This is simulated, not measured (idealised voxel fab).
The name of this process module is voxel capacitor over wiring.
Shown is cross-section cut, with a width of 290 nm and square cells of size 5 nm.
Cross-section spec: square-cell grid; bands listed top down; each band is one or more rows. The entry gives the band's vertical extent as a top height and a bottom height in nm, then its horizontal make-up as materials from left to right, each with a width in nm. "blank" stands for empty space; a single material marked "everywhere" fills the band edge to edge. Height reference: 0 = level under which incoming wafer is all one material. Lowest band: no bottom, runs on downward, e.g. "0 -> down". It should be noted that a width expressed as "30 to 40" varies in equal increments from row to row of cells within the band, taking the value of the first number at the top row and that of the second number at the bottom row. The designation "changes: none", where it is given for a processing step, indicates that no cell of the cross-section was altered in the course of that step. Entry "Sealed cavities" = empty spaces >= 8 cells with no open way to the top; each as width x height at distance, distance from left edge, all nm. Note: text after step settings on the step line = simulator remark on that step. Regarding "overlay nm": on a step with a mask, it is the distance the mask lay to the right of its planned place; a negative value places it to the left.

# So here's the lineup of process steps we planned
1 RECEIVE: material Si
2 CONFORMAL_DEP: material SiO2, thk nm 10
3 CONFORMAL_DEP: material SiCN, thk nm 5
4 DIRECTIONAL_DEP: material SiO2, thk nm 25
5 PATTERN: tone open, mask id METAL_1, material resist, width nm 20, pitch nm 80, thk nm 15, overlay nm 0
6 DIRECTIONAL_ETCH: etch materials SiO2, depth nm 25
7 DIRECTIONAL_ETCH: etch materials SiCN, depth nm 5
8 STRIP: etch materials resist
9 CONFORMAL_DEP: material TiN, thk nm 5
10 FILL_DEP: material Cu, thk nm 10
11 CMP: height nm 40
12 CONFORMAL_DEP: material SiCN, thk nm 5
13 DIRECTIONAL_DEP: material lowk, thk nm 15
14 MASKED_ETCH: tone open, mask id PLUG_1, width nm 15, etch materials lowk, depth nm 15, overlay nm 0
15 MASKED_ETCH: tone open, mask id PLUG_1, width nm 15, etch materials SiCN, depth nm 5, overlay nm 0
16 CONFORMAL_DEP: material TiN, thk nm 5
17 FILL_DEP: material Cu, thk nm 10
18 CMP: height nm 60
19 DIRECTIONAL_DEP: material TiN, thk nm 10
20 DIRECTIONAL_DEP: material Al2O3, thk nm 5
21 DIRECTIONAL_DEP: material TiN, thk nm 5
22 DIRECTIONAL_DEP: material aC, thk nm 15
23 PATTERN: tone cover, mask id UPPER_PLATE, material resist, width nm 55, thk nm 35, overlay nm 0
24 DIRECTIONAL_ETCH: etch materials aC, depth nm 15
25 STRIP: etch materials resist
26 DIRECTIONAL_ETCH: etch materials TiN, depth nm 5
27 DIRECTIONAL_ETCH: etch materials Al2O3, depth nm 5
28 STRIP: etch materials aC
29 PATTERN: tone cover, mask id LOWER_PLATE, material resist, width nm 75, thk nm 20, overlay nm 0
30 DIRECTIONAL_ETCH: etch materials TiN, depth nm 10
31 STRIP: etch materials resist
32 FILL_DEP: material SiO2, thk nm 15
33 CMP: height nm 90
34 DIRECTIONAL_DEP: material aC, thk nm 10
35 PATTERN: tone open, mask id PLUG_2, material resist, width nm 15, thk nm 25, overlay nm 0
36 DIRECTIONAL_ETCH: etch materials aC, depth nm 10
37 STRIP: etch materials resist
38 DIRECTIONAL_ETCH: etch materials SiO2, depth nm 10
39 STRIP: etch materials aC
40 CONFORMAL_DEP: material TiN, thk nm 5
41 FILL_DEP: material Ru, thk nm 5
42 CMP: height nm 90
43 CONFORMAL_DEP: material SiN, thk nm 5
Split variable: width nm, step 23. Plan value = first wafer. Wafers start alike.

# first wafer as received, after step 1
- 0 -> down  Si everywhere
- Sealed cavities: none

# At the end of the module, after its last step, step 43, the first of several wafers appears in cross-section as follows
- 95 -> 90  SiN everywhere
- 90 -> 85  110 of SiO2, then 5 of TiN, then 5 of Ru, then 5 of TiN, then 165 of SiO2
- 85 -> 75  110 to 105 of SiO2, then 15 to 55 of TiN, then 165 to 130 of SiO2
- 75 -> 70  105 of SiO2, then 55 of Al2O3, then 130 of SiO2
- 70 -> 60  95 of SiO2, then 75 of TiN, then 120 of SiO2
- 60 -> 45  100 of lowk, then 5 of TiN, then 5 of Cu, then 5 of TiN, then 175 of lowk
- 45 -> 40  100 of SiCN, then 15 of TiN, then 175 of SiCN
- 40 -> 15  95 of SiO2, then 5 of TiN, then 10 of Cu, then 5 of TiN, then 60 of SiO2, then 5 of TiN, then 10 of Cu, then 5 of TiN, then 95 of SiO2
- 15 -> 10  95 of SiCN, then 20 of TiN, then 60 of SiCN, then 20 of TiN, then 95 of SiCN
- 10 -> 0  SiO2 everywhere
- 0 -> down  Si everywhere
- Sealed cavities: none

# The module's end: a cross-section of the last wafer
- 95 -> 90  SiN everywhere
- 90 -> 85  110 of SiO2, then 5 of TiN, then 5 of Ru, then 5 of TiN, then 165 of SiO2
- 85 -> 75  110 to 95 of SiO2, then 15 to 75 of TiN, then 165 to 120 of SiO2
- 75 -> 70  95 of SiO2, then 80 of Al2O3, then 115 of SiO2
- 70 -> 60  95 of SiO2, then 80 of TiN, then 115 of SiO2
- 60 -> 45  100 of lowk, then 5 of TiN, then 5 of Cu, then 5 of TiN, then 175 of lowk
- 45 -> 40  100 of SiCN, then 15 of TiN, then 175 of SiCN
- 40 -> 15  95 of SiO2, then 5 of TiN, then 10 of Cu, then 5 of TiN, then 60 of SiO2, then 5 of TiN, then 10 of Cu, then 5 of TiN, then 95 of SiO2
- 15 -> 10  95 of SiCN, then 20 of TiN, then 60 of SiCN, then 20 of TiN, then 95 of SiCN
- 10 -> 0  SiO2 everywhere
- 0 -> down  Si everywhere
- Sealed cavities: none

# Each row below is a wafer at the end of the module, listing for every material the number of cells it has gained (+) or lost (-) since it was received, followed by its closed voids
width nm 55, +11 Al2O3, +23 Cu, +1 Ru, +105 SiCN, +58 SiN, +656 SiO2, +83 TiN, +165 lowk, Sealed cavities: none
width nm 60, +12 Al2O3, +23 Cu, +1 Ru, +105 SiCN, +58 SiN, +654 SiO2, +84 TiN, +165 lowk, Sealed cavities: none
width nm 65, +13 Al2O3, +23 Cu, +1 Ru, +105 SiCN, +58 SiN, +652 SiO2, +85 TiN, +165 lowk, Sealed cavities: none
width nm 70, +14 Al2O3, +23 Cu, +1 Ru, +105 SiCN, +58 SiN, +650 SiO2, +86 TiN, +165 lowk, Sealed cavities: none
width nm 75, +15 Al2O3, +23 Cu, +1 Ru, +105 SiCN, +58 SiN, +648 SiO2, +87 TiN, +165 lowk, Sealed cavities: none
width nm 80, +16 Al2O3, +23 Cu, +1 Ru, +105 SiCN, +58 SiN, +645 SiO2, +89 TiN, +165 lowk, Sealed cavities: none
